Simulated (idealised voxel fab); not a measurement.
The process module that follows is named voxel wiring stack.
The width of the displayed cross-section, cut, is 165 nm; its cells are square, with a size of 5 nm.
A cross-section is written here as square cells arranged in a grid, and it is given in bands from the top down, each band taking up one or more rows of cells. What a band's entry tells you: where the top is and where the bottom is, as heights in nm, and after that what lies inside, material by material from left to right, each with its width in nm. Empty space is written as the word "empty", and a single material marked with the word "throughout" occupies the band from edge to edge. Heads up on the height convention: 0 is the point under which the incoming wafer is all one material, and the lowest band has no bottom, it just keeps going down, like "from 0 down". Width spec "30 to 40" -> top row of cells at first value, bottom row at second value, equal per-row change in between. What does "nothing got changed" mean for a step? It means no cell of the cross-section changed in that step. In "Enclosed voids" the enclosed voids are listed, meaning empty spaces of 8 cells or larger without any opening to the top. The form is width x height at distance, distance from the left edge, units nm. Formally, on a step line, whatever follows the settings is a remark that the simulator itself makes on the step. overlay nm: where the mask lay relative to plan, measured to the right, on steps with a mask; negatives go left.

Process steps foreseen in the plan:
step 1: RECEIVE,material Si
step 2: CONFORMAL_DEP,material SiO2,thk nm 15
step 3: CONFORMAL_DEP,material SiCN,thk nm 5
step 4: DIRECTIONAL_DEP,material SiO2,thk nm 20
step 5: PATTERN,tone open,mask id METAL_1,material resist,width nm 25,pitch nm 50,thk nm 20,overlay nm 0
step 6: DIRECTIONAL_ETCH,etch materials SiO2,depth nm 20
step 7: DIRECTIONAL_ETCH,etch materials SiCN,depth nm 5
step 8: STRIP,etch materials resist
step 9: CONFORMAL_DEP,material TiN,thk nm 5
step 10: FILL_DEP,material Cu,thk nm 10
step 11: CMP,height nm 40
step 12: EPI,material Ru,thk nm 5
step 13: FILL_DEP,material SiCN,thk nm 5
step 14: DIRECTIONAL_DEP,material SiO2,thk nm 15
step 15: DIRECTIONAL_DEP,material aC,thk nm 10
step 16: PATTERN,tone open,mask id PLUG_1,material resist,width nm 15,thk nm 25,overlay nm 0
step 17: DIRECTIONAL_ETCH,etch materials aC,depth nm 10
step 18: STRIP,etch materials resist
step 19: DIRECTIONAL_ETCH,etch materials SiO2,depth nm 15
step 20: DIRECTIONAL_ETCH,etch materials SiCN,depth nm 5
step 21: STRIP,etch materials aC
step 22: CONFORMAL_DEP,material TiN,thk nm 5
step 23: FILL_DEP,material Cu,thk nm 5
step 24: CMP,height nm 65
step 25: DIRECTIONAL_DEP,material TiN,thk nm 5
step 26: DIRECTIONAL_DEP,material W,thk nm 15
step 27: MASKED_ETCH,tone cover,mask id METAL_2,width nm 25,pitch nm 50,etch materials W,depth nm 15,overlay nm 0
step 28: MASKED_ETCH,tone cover,mask id METAL_2,width nm 25,pitch nm 50,etch materials TiN,depth nm 5,overlay nm 0
step 29: FILL_DEP,material lowk,thk nm 10
step 30: CMP,height nm 85
step 31: CONFORMAL_DEP,material SiCN,thk nm 5
step 32: DIRECTIONAL_DEP,material lowk,thk nm 25
step 33: DIRECTIONAL_DEP,material aC,thk nm 10
step 34: PATTERN,tone open,mask id METAL_3_HOLES,material resist,width nm 15,thk nm 30,overlay nm 0
step 35: DIRECTIONAL_ETCH,etch materials aC,depth nm 10
step 36: STRIP,etch materials resist
step 37: DIRECTIONAL_ETCH,etch materials lowk,depth nm 25
step 38: STRIP,etch materials aC
step 39: MASKED_ETCH,tone open,mask id METAL_3,width nm 25,pitch nm 50,etch materials lowk,depth nm 15,overlay nm 0
step 40: MASKED_ETCH,tone open,mask id METAL_3,width nm 25,pitch nm 50,etch materials SiCN,depth nm 5,overlay nm 0
step 41: CONFORMAL_DEP,material TiN,thk nm 5
step 42: FILL_DEP,material Ru,thk nm 5
step 43: CMP,height nm 115
step 44: CONFORMAL_DEP,material SiCN,thk nm 5
step 45: DIRECTIONAL_DEP,material SiO2,thk nm 30
step 46: DIRECTIONAL_DEP,material aC,thk nm 15
step 47: PATTERN,tone open,mask id METAL_4_HOLES,material resist,width nm 15,pitch nm 50,thk nm 30,overlay nm 0
step 48: DIRECTIONAL_ETCH,etch materials aC,depth nm 15
step 49: STRIP,etch materials resist
step 50: DIRECTIONAL_ETCH,etch materials SiO2,depth nm 30
step 51: STRIP,etch materials aC
step 52: DIRECTIONAL_DEP,material aC,thk nm 15
step 53: PATTERN,tone open,mask id METAL_4,material resist,width nm 25,pitch nm 50,thk nm 30,overlay nm 0
step 54: DIRECTIONAL_ETCH,etch materials aC,depth nm 15
step 55: STRIP,etch materials resist
step 56: DIRECTIONAL_ETCH,etch materials SiO2,depth nm 15
step 57: DIRECTIONAL_ETCH,etch materials SiCN,depth nm 5
step 58: STRIP,etch materials aC
step 59: CONFORMAL_DEP,material TiN,thk nm 5
step 60: FILL_DEP,material Cu,thk nm 5
step 61: CMP,height nm 150
step 62: CONFORMAL_DEP,material SiN,thk nm 5
Where the wafers of this document differ is in the width nm of step 47; they start out the same, and the plan states the value that applied to the first wafer.

After step 1, as received: first of several wafers, cross-section:
> from 0 down: Si throughout
> Enclosed voids: none

At the end of the module, after its last step, step 62, the first of several wafers appears in cross-section as follows:
> from 155 to 150: SiN throughout
> from 150 to 140: SiO2=45  TiN=5  Cu=15  TiN=5  SiO2=25  TiN=5  Cu=15  TiN=5  SiO2=45
> from 140 to 135: SiO2=45  TiN=5  Cu=5  TiN=15  SiO2=25  TiN=5  Cu=5  TiN=15  SiO2=45
> from 135 to 120: SiO2=45  TiN=5  Cu=5  TiN=5  SiO2=35  TiN=5  Cu=5  TiN=5  SiO2=55
> from 120 to 115: SiCN=45  TiN=15  SiCN=35  TiN=15  SiCN=55
> from 115 to 105: lowk=45  TiN=5  Ru=15  TiN=5  lowk=25  TiN=5  Ru=15  TiN=5  lowk=45
> from 105 to 100: lowk=45  TiN=5  Ru=5  TiN=15  lowk=25  TiN=25  lowk=45
> from 100 to 90: lowk=45  TiN=5  Ru=5  TiN=5  lowk=105
> from 90 to 85: SiCN=45  TiN=15  SiCN=105
> from 85 to 70: lowk=45  W=25  lowk=25  W=25  lowk=45
> from 70 to 65: lowk=45  TiN=25  lowk=25  TiN=25  lowk=45
> from 65 to 50: SiO2=45  TiN=5  Cu=5  TiN=5  SiO2=105
> from 50 to 45: SiCN=45  TiN=15  SiCN=105
> from 45 to 40: SiCN=40  Ru=35  SiCN=15  Ru=35  SiCN=40
> from 40 to 20: SiO2=45  TiN=5  Cu=15  TiN=5  SiO2=25  TiN=5  Cu=15  TiN=5  SiO2=45
> from 20 to 15: SiCN=45  TiN=25  SiCN=25  TiN=25  SiCN=45
> from 15 to 0: SiO2 throughout
> from 0 down: Si throughout
> Enclosed voids: none

Last wafer, end of module, cross-section:
> from 155 to 150: SiN throughout
> from 150 to 125: SiO2=40  TiN=5  Cu=20  TiN=5  SiO2=20  TiN=5  Cu=20  TiN=5  SiO2=45
> from 125 to 120: SiO2=40  TiN=10  Cu=15  TiN=5  SiO2=20  TiN=10  Cu=15  TiN=5  SiO2=45
> from 120 to 115: SiCN=45  TiN=25  SiCN=25  TiN=25  SiCN=45
> from 115 to 105: lowk=45  TiN=5  Ru=15  TiN=5  lowk=25  TiN=5  Ru=15  TiN=5  lowk=45
> from 105 to 100: lowk=45  TiN=5  Ru=5  TiN=15  lowk=25  TiN=25  lowk=45
> from 100 to 90: lowk=45  TiN=5  Ru=5  TiN=5  lowk=105
> from 90 to 85: SiCN=45  TiN=15  SiCN=105
> from 85 to 70: lowk=45  W=25  lowk=25  W=25  lowk=45
> from 70 to 65: lowk=45  TiN=25  lowk=25  TiN=25  lowk=45
> from 65 to 50: SiO2=45  TiN=5  Cu=5  TiN=5  SiO2=105
> from 50 to 45: SiCN=45  TiN=15  SiCN=105
> from 45 to 40: SiCN=40  Ru=35  SiCN=15  Ru=35  SiCN=40
> from 40 to 20: SiO2=45  TiN=5  Cu=15  TiN=5  SiO2=25  TiN=5  Cu=15  TiN=5  SiO2=45
> from 20 to 15: SiCN=45  TiN=25  SiCN=25  TiN=25  SiCN=45
> from 15 to 0: SiO2 throughout
> from 0 down: Si throughout
> Enclosed voids: none

The following table contains a row per wafer, in which are reported, at the conclusion of the module, the cells of each material gained (+) or lost (-) since the wafer's receipt, with its closed voids given thereafter:
width nm 15, +47 Cu, +29 Ru, +129 SiCN, +33 SiN, +431 SiO2, +103 TiN, +30 W, +221 lowk, Enclosed voids: none
width nm 20, +55 Cu, +29 Ru, +127 SiCN, +33 SiN, +425 SiO2, +103 TiN, +30 W, +221 lowk, Enclosed voids: none
width nm 25, +65 Cu, +29 Ru, +127 SiCN, +33 SiN, +413 SiO2, +105 TiN, +30 W, +221 lowk, Enclosed voids: none
width nm 30, +73 Cu, +29 Ru, +125 SiCN, +33 SiN, +407 SiO2, +105 TiN, +30 W, +221 lowk, Enclosed voids: none
